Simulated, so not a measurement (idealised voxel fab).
Process module name: voxel lift off
180 nm wide, 5 nm square cells: that's cross-section cut.
A cross-section is written here as square cells arranged in a grid, and it is given in bands from the top down, each band taking up one or more rows of cells.
This entry defines a band. It first specifies the height of the band's top and the height of its bottom in nm, and then specifies the band's materials from left to right, stating each material with its width in nm. The word "full width" identifies a single material that fills the band from edge to edge, while the word "empty" identifies empty space.
Measure heights from 0. That's the level where, below it, the as-received wafer is all one material. The lowest band is bottomless and extends downward; write it as in "0 down".
You'd read "30..40" like this: the band's top row of cells is as wide as the first number, its bottom row is as wide as the second, and going down, every row changes width by the same amount as the row before did.
The cross-section has no changed cell in any step marked "identical to before".
Closed empty spaces (no open way to the top) of 8 cells or more are what "Closed void catalog" lists, each as width x height at distance from the left edge, nm for all three.
after a step's settings: what the simulator itself notes on the step
On any step carrying a mask, the "overlay nm" setting, if present on the step's line, tells how far right of its planned place the mask lay; negative values point to the left.
## The process steps that were planned are listed below
| 1 | op RECEIVE | material Si |
| 2 | op CONFORMAL_DEP | material Al2O3 | thk nm 10 |
| 3 | op PATTERN | tone open | mask id LINES | material resist | width nm 20 | pitch nm 40 | thk nm 20 | overlay nm 0 |
| 4 | op DIRECTIONAL_DEP | material Ru | thk nm 10 |
| 5 | op STRIP | etch materials resist |
| 6 | op CONFORMAL_DEP | material SiN | thk nm 10 |
## Received-state cross-section, reflecting completion of step 1
	0 down = Si full width
	Closed void catalog: none
## Run as planned - first of the two wafers cross-sectioned at the end of the module
	30 to 20 = 10 of empty  160 of SiN  10 of empty
	20 to 10 = 20 of SiN  20 of Ru  20 of SiN  20 of Ru  20 of SiN  20 of Ru  20 of SiN  20 of Ru  20 of SiN
	10 to 0 = Al2O3 full width
	0 down = Si full width
	Closed void catalog: none
## Cross-section, wafer two of two, end of module: same start and plan as wafer one, one error in execution
	35 to 25 = 10 of empty  160 of SiN  10 of empty
	25 to 20 = 10 of empty  10 of SiN  20 of Ru  20 of SiN  20 of Ru  20 of SiN  20 of Ru  20 of SiN  20 of Ru  10 of SiN  10 of empty
	20 to 10 = 20 of SiN  20 of Ru  20 of SiN  20 of Ru  20 of SiN  20 of Ru  20 of SiN  20 of Ru  20 of SiN
	10 to 0 = Al2O3 full width
	0 down = Si full width
	Closed void catalog: none
Heads up, the wafer didn't run the way we planned it: step 4 deviated from plan and actually ran as op DIRECTIONAL_DEP | material Ru | thk nm 15
End check, counted in cells, second wafer has more or fewer of these materials than the first: 16 more of Ru | 16 more of SiN
